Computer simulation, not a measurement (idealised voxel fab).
Process module under the name voxel self aligned vias
It is cross-section cut that appears here, measuring 260 nm in width, its square cells being 5 nm in size.
For the purposes of this document, a cross-section shall be understood as a grid of square cells, specified as bands listed in top-to-bottom order, each band consisting of one or more rows of cells.
It is stipulated that each band's entry specify, in nanometres, the height of the top of the band and then that of its bottom, followed by the materials of the band in left-to-right sequence, each together with its width in nanometres. A single material marked by the word "edge to edge" is understood to fill the band from edge to edge; the word "blank" is understood to denote empty space.
Basically, 0 is our baseline, since under it the wafer straight out of the box is all one material. The bottom band has no lower end and keeps on going down, so it looks like "top 0, no bottom".
Per-row width for "30 to 40": begins at first number (top row of band), ends at second number (bottom row), increment between rows held constant.
Step note "same as before" = no cross-section cell changed.
What "Cavities, closed" gives you is every empty space of 8 cells or more that is cut off from the top. Each appears as width x height at distance, with the distance taken from the left edge and width, height and distance all in nm.
Where a step's line continues beyond its settings, the continuation is a remark by the simulator itself on that step.
If you see "overlay nm" on a step's line and that step has a mask, it's telling you how far right of where it was planned the mask ended up; a negative number means it went left instead.

-- Here's what the planned process steps look like
1: RECEIVE with material Si
2: CONFORMAL_DEP with material SiO2, thk nm 10
3: CONFORMAL_DEP with material SiCN, thk nm 5
4: DIRECTIONAL_DEP with material lowk, thk nm 30
5: MASKED_ETCH with tone open, mask id LINES, width nm 30, pitch nm 70, etch materials lowk, depth nm 30, overlay nm 0
6: CONFORMAL_DEP with material TiN, thk nm 5
7: FILL_DEP with material Ru, thk nm 5
8: CMP with height nm 45
9: SELECTIVE_ETCH with etch materials W Ru TiN, depth nm 10
10: FILL_DEP with material SiN, thk nm 5
11: CMP with height nm 45
12: DIRECTIONAL_DEP with material lowk, thk nm 15
13: MASKED_ETCH with tone open, mask id VIAS, width nm 50, pitch nm 140, etch materials lowk, depth nm 15, overlay nm 0
14: MASKED_ETCH with tone open, mask id VIAS, width nm 50, pitch nm 140, etch materials SiN, depth nm 10, overlay nm 0
15: CONFORMAL_DEP with material TiN, thk nm 5
16: FILL_DEP with material Ru, thk nm 10
17: CMP with height nm 60
18: CONFORMAL_DEP with material SiCN, thk nm 5

-- First wafer out of two, processed as planned

-- Cross-section: wafer on arrival = after step 1
* top 0, no bottom: Si edge to edge
* Cavities, closed: none

-- State of the wafer after step 2, shown in cross-section
* top 10, bottom 0: SiO2 edge to edge
* Below a height of 0, the structure has not been altered.

-- State of the wafer after step 3, shown in cross-section
* top 15, bottom 10: SiCN edge to edge
* Below a height of 10, the structure has not been altered.

-- State of the wafer after step 4, shown in cross-section
* top 45, bottom 15: lowk edge to edge
* Below a height of 15, the structure has not been altered.

-- State of the wafer after step 5, shown in cross-section
* top 45, bottom 15: lowk 45 nm  blank 30 nm  lowk 40 nm  blank 30 nm  lowk 40 nm  blank 30 nm  lowk 45 nm
* Below a height of 15, the structure has not been altered.

-- State of the wafer after step 6, shown in cross-section
* top 50, bottom 45: TiN 50 nm  blank 20 nm  TiN 50 nm  blank 20 nm  TiN 50 nm  blank 20 nm  TiN 50 nm
* top 45, bottom 20: lowk 45 nm  TiN 5 nm  blank 20 nm  TiN 5 nm  lowk 40 nm  TiN 5 nm  blank 20 nm  TiN 5 nm  lowk 40 nm  TiN 5 nm  blank 20 nm  TiN 5 nm  lowk 45 nm
* top 20, bottom 15: lowk 45 nm  TiN 30 nm  lowk 40 nm  TiN 30 nm  lowk 40 nm  TiN 30 nm  lowk 45 nm
* Below a height of 15, the structure has not been altered.

-- State of the wafer after step 7, shown in cross-section
* top 55, bottom 50: Ru edge to edge
* top 50, bottom 45: TiN 50 nm  Ru 20 nm  TiN 50 nm  Ru 20 nm  TiN 50 nm  Ru 20 nm  TiN 50 nm
* top 45, bottom 20: lowk 45 nm  TiN 5 nm  Ru 20 nm  TiN 5 nm  lowk 40 nm  TiN 5 nm  Ru 20 nm  TiN 5 nm  lowk 40 nm  TiN 5 nm  Ru 20 nm  TiN 5 nm  lowk 45 nm
* Below a height of 20, the structure has not been altered.

-- State of the wafer after step 8, shown in cross-section
* top 45, bottom 20: lowk 45 nm  TiN 5 nm  Ru 20 nm  TiN 5 nm  lowk 40 nm  TiN 5 nm  Ru 20 nm  TiN 5 nm  lowk 40 nm  TiN 5 nm  Ru 20 nm  TiN 5 nm  lowk 45 nm
* Below a height of 20, the structure has not been altered.

-- State of the wafer after step 9, shown in cross-section
* top 45, bottom 35: lowk 45 nm  blank 30 nm  lowk 40 nm  blank 30 nm  lowk 40 nm  blank 30 nm  lowk 45 nm
* Below a height of 35, the structure has not been altered.

-- State of the wafer after step 10, shown in cross-section
* top 50, bottom 45: SiN edge to edge
* top 45, bottom 35: lowk 45 nm  SiN 30 nm  lowk 40 nm  SiN 30 nm  lowk 40 nm  SiN 30 nm  lowk 45 nm
* Below a height of 35, the structure has not been altered.

-- State of the wafer after step 11, shown in cross-section
* top 45, bottom 35: lowk 45 nm  SiN 30 nm  lowk 40 nm  SiN 30 nm  lowk 40 nm  SiN 30 nm  lowk 45 nm
* Below a height of 35, the structure has not been altered.

-- State of the wafer after step 12, shown in cross-section
* top 60, bottom 45: lowk edge to edge
* Below a height of 45, the structure has not been altered.

-- State of the wafer after step 13, shown in cross-section
* top 60, bottom 45: lowk 35 nm  blank 50 nm  lowk 90 nm  blank 50 nm  lowk 35 nm
* Below a height of 45, the structure has not been altered.

-- State of the wafer after step 14, shown in cross-section
* top 60, bottom 45: lowk 35 nm  blank 50 nm  lowk 90 nm  blank 50 nm  lowk 35 nm
* top 45, bottom 35: lowk 45 nm  blank 30 nm  lowk 40 nm  SiN 30 nm  lowk 40 nm  blank 30 nm  lowk 45 nm
* Below a height of 35, the structure has not been altered.

-- State of the wafer after step 15, shown in cross-section
* top 65, bottom 60: TiN 40 nm  blank 40 nm  TiN 100 nm  blank 40 nm  TiN 40 nm
* top 60, bottom 50: lowk 35 nm  TiN 5 nm  blank 40 nm  TiN 5 nm  lowk 90 nm  TiN 5 nm  blank 40 nm  TiN 5 nm  lowk 35 nm
* top 50, bottom 45: lowk 35 nm  TiN 15 nm  blank 20 nm  TiN 15 nm  lowk 90 nm  TiN 15 nm  blank 20 nm  TiN 15 nm  lowk 35 nm
* top 45, bottom 40: lowk 45 nm  TiN 5 nm  blank 20 nm  TiN 5 nm  lowk 40 nm  SiN 30 nm  lowk 40 nm  TiN 5 nm  blank 20 nm  TiN 5 nm  lowk 45 nm
* top 40, bottom 35: lowk 45 nm  TiN 30 nm  lowk 40 nm  SiN 30 nm  lowk 40 nm  TiN 30 nm  lowk 45 nm
* Below a height of 35, the structure has not been altered.

-- State of the wafer after step 16, shown in cross-section
* top 75, bottom 65: Ru edge to edge
* top 65, bottom 60: TiN 40 nm  Ru 40 nm  TiN 100 nm  Ru 40 nm  TiN 40 nm
* top 60, bottom 50: lowk 35 nm  TiN 5 nm  Ru 40 nm  TiN 5 nm  lowk 90 nm  TiN 5 nm  Ru 40 nm  TiN 5 nm  lowk 35 nm
* top 50, bottom 45: lowk 35 nm  TiN 15 nm  Ru 20 nm  TiN 15 nm  lowk 90 nm  TiN 15 nm  Ru 20 nm  TiN 15 nm  lowk 35 nm
* top 45, bottom 40: lowk 45 nm  TiN 5 nm  Ru 20 nm  TiN 5 nm  lowk 40 nm  SiN 30 nm  lowk 40 nm  TiN 5 nm  Ru 20 nm  TiN 5 nm  lowk 45 nm
* Below a height of 40, the structure has not been altered.

-- State of the wafer after step 17, shown in cross-section
* top 60, bottom 50: lowk 35 nm  TiN 5 nm  Ru 40 nm  TiN 5 nm  lowk 90 nm  TiN 5 nm  Ru 40 nm  TiN 5 nm  lowk 35 nm
* Below a height of 50, the structure has not been altered.

-- State of the wafer after step 18, shown in cross-section
* top 65, bottom 60: SiCN edge to edge
* Below a height of 60, the structure has not been altered.

-- The Second Wafer: Common Origin and Plan, One Mistake in Execution, Identical to the First Through Step 2

Cross-section of the second wafer when, according to plan, step 3 should have finished: same as before

-- Cross-section of the second wafer when, according to plan, step 4 should have finished
* top 40, bottom 10: lowk edge to edge
* Below a height of 10, the structure has not been altered.

-- Cross-section of the second wafer when, according to plan, step 5 should have finished
* top 40, bottom 10: lowk 45 nm  blank 30 nm  lowk 40 nm  blank 30 nm  lowk 40 nm  blank 30 nm  lowk 45 nm
* Below a height of 10, the structure has not been altered.

-- Cross-section of the second wafer when, according to plan, step 6 should have finished
* top 45, bottom 40: TiN 50 nm  blank 20 nm  TiN 50 nm  blank 20 nm  TiN 50 nm  blank 20 nm  TiN 50 nm
* top 40, bottom 15: lowk 45 nm  TiN 5 nm  blank 20 nm  TiN 5 nm  lowk 40 nm  TiN 5 nm  blank 20 nm  TiN 5 nm  lowk 40 nm  TiN 5 nm  blank 20 nm  TiN 5 nm  lowk 45 nm
* top 15, bottom 10: lowk 45 nm  TiN 30 nm  lowk 40 nm  TiN 30 nm  lowk 40 nm  TiN 30 nm  lowk 45 nm
* Below a height of 10, the structure has not been altered.

-- Cross-section of the second wafer when, according to plan, step 7 should have finished
* top 50, bottom 45: Ru edge to edge
* top 45, bottom 40: TiN 50 nm  Ru 20 nm  TiN 50 nm  Ru 20 nm  TiN 50 nm  Ru 20 nm  TiN 50 nm
* top 40, bottom 15: lowk 45 nm  TiN 5 nm  Ru 20 nm  TiN 5 nm  lowk 40 nm  TiN 5 nm  Ru 20 nm  TiN 5 nm  lowk 40 nm  TiN 5 nm  Ru 20 nm  TiN 5 nm  lowk 45 nm
* Below a height of 15, the structure has not been altered.

-- Cross-section of the second wafer when, according to plan, step 8 should have finished
* top 45, bottom 40: TiN 50 nm  Ru 20 nm  TiN 50 nm  Ru 20 nm  TiN 50 nm  Ru 20 nm  TiN 50 nm
* Below a height of 40, the structure has not been altered.

-- Cross-section of the second wafer when, according to plan, step 9 should have finished
* top 40, bottom 35: lowk 45 nm  blank 30 nm  lowk 40 nm  blank 30 nm  lowk 40 nm  blank 30 nm  lowk 45 nm
* Below a height of 35, the structure has not been altered.

-- Cross-section of the second wafer when, according to plan, step 10 should have finished
* top 45, bottom 40: SiN edge to edge
* top 40, bottom 35: lowk 45 nm  SiN 30 nm  lowk 40 nm  SiN 30 nm  lowk 40 nm  SiN 30 nm  lowk 45 nm
* Below a height of 35, the structure has not been altered.

Cross-section of the second wafer when, according to plan, step 11 should have finished: same as before

-- Cross-section of the second wafer when, according to plan, step 12 should have finished
* top 60, bottom 45: lowk edge to edge
* Below a height of 45, the structure has not been altered.

-- Cross-section of the second wafer when, according to plan, step 13 should have finished
* top 60, bottom 45: lowk 35 nm  blank 50 nm  lowk 90 nm  blank 50 nm  lowk 35 nm
* Below a height of 45, the structure has not been altered.

-- Cross-section of the second wafer when, according to plan, step 14 should have finished
* top 60, bottom 45: lowk 35 nm  blank 50 nm  lowk 90 nm  blank 50 nm  lowk 35 nm
* top 45, bottom 40: SiN 35 nm  blank 50 nm  SiN 90 nm  blank 50 nm  SiN 35 nm
* top 40, bottom 35: lowk 45 nm  blank 30 nm  lowk 40 nm  SiN 30 nm  lowk 40 nm  blank 30 nm  lowk 45 nm
* Below a height of 35, the structure has not been altered.

-- Cross-section of the second wafer when, according to plan, step 15 should have finished
* top 65, bottom 60: TiN 40 nm  blank 40 nm  TiN 100 nm  blank 40 nm  TiN 40 nm
* top 60, bottom 45: lowk 35 nm  TiN 5 nm  blank 40 nm  TiN 5 nm  lowk 90 nm  TiN 5 nm  blank 40 nm  TiN 5 nm  lowk 35 nm
* top 45, bottom 40: SiN 35 nm  TiN 15 nm  blank 20 nm  TiN 15 nm  SiN 90 nm  TiN 15 nm  blank 20 nm  TiN 15 nm  SiN 35 nm
* top 40, bottom 35: lowk 45 nm  TiN 30 nm  lowk 40 nm  SiN 30 nm  lowk 40 nm  TiN 30 nm  lowk 45 nm
* Below a height of 35, the structure has not been altered.

-- Cross-section of the second wafer when, according to plan, step 16 should have finished
* top 75, bottom 65: Ru edge to edge
* top 65, bottom 60: TiN 40 nm  Ru 40 nm  TiN 100 nm  Ru 40 nm  TiN 40 nm
* top 60, bottom 45: lowk 35 nm  TiN 5 nm  Ru 40 nm  TiN 5 nm  lowk 90 nm  TiN 5 nm  Ru 40 nm  TiN 5 nm  lowk 35 nm
* top 45, bottom 40: SiN 35 nm  TiN 15 nm  Ru 20 nm  TiN 15 nm  SiN 90 nm  TiN 15 nm  Ru 20 nm  TiN 15 nm  SiN 35 nm
* Below a height of 40, the structure has not been altered.

-- Cross-section of the second wafer when, according to plan, step 17 should have finished
* top 60, bottom 45: lowk 35 nm  TiN 5 nm  Ru 40 nm  TiN 5 nm  lowk 90 nm  TiN 5 nm  Ru 40 nm  TiN 5 nm  lowk 35 nm
* Below a height of 45, the structure has not been altered.

-- Cross-section of the second wafer when, according to plan, step 18 should have finished
* top 65, bottom 60: SiCN edge to edge
* Below a height of 60, the structure has not been altered.
Plan not followed: no execution of plan step 3; skipped
It is noted that, at the conclusion of processing, the second wafer exhibits a higher or lower cell count for certain materials relative to the first: Ru +20; SiCN -52; SiN +26; TiN +6
